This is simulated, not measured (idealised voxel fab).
Proc. module: voxel lift off
Cross-section cut: width 195 nm, square cells of 5 nm.
Cross-section layout: square cells on a grid; listed as bands, top to bottom; a band spans one or more cell rows.
Quick guide to a band line: top height, bottom height (nm) up front; then every material left to right with its width in nm. Only one material and it's marked "all across"? Then it fills the band edge to edge. And "air" just means empty space.
Basically, 0 is our baseline, since under it the wafer straight out of the box is all one material. The bottom band has no lower end and keeps on going down, so it looks like "0 -> down".
Per-row width for "30->40": begins at first number (top row of band), ends at second number (bottom row), increment between rows held constant.
When a step is marked "nothing got changed", none of the cells in the cross-section changed during that step.
What "Sealed cavities" gives you is every empty space of 8 cells or more that is cut off from the top. Each appears as width x height at distance, with the distance taken from the left edge and width, height and distance all in nm.
That trailing text on a step's line, after the settings, is the simulator's own remark on the step.
overlay nm: for a step with a mask, the amount by which the mask lay right of where it was planned; a negative amount means left of it.

# Intended process steps
1. op RECEIVE | material Si
2. op CONFORMAL_DEP | material SiO2 | thk nm 10
3. op PATTERN | tone open | mask id LINES | material resist | width nm 20 | pitch nm 40 | thk nm 25 | overlay nm 0
4. op DIRECTIONAL_DEP | material Ru | thk nm 15
5. op STRIP | etch materials resist
6. op CONFORMAL_DEP | material SiO2 | thk nm 10

# So this is the incoming wafer in cross-section - it's already been through step 1
- 0 -> down | Si all across
- Sealed cavities: none

# One mistake in running the module, otherwise start and plan as above: cross-section at the end
- 35 -> 25 | SiO2 all across
- 25 -> 10 | Ru: 65  SiO2: 20  Ru: 20  SiO2: 20  Ru: 70
- 10 -> 0 | SiO2 all across
- 0 -> down | Si all across
- Sealed cavities: none
Which mistake was made when the wafer was run? not per plan at step 3, really ran op PATTERN | tone cover | mask id LINES | material resist | width nm 20 | pitch nm 40 | thk nm 25 | overlay nm 0
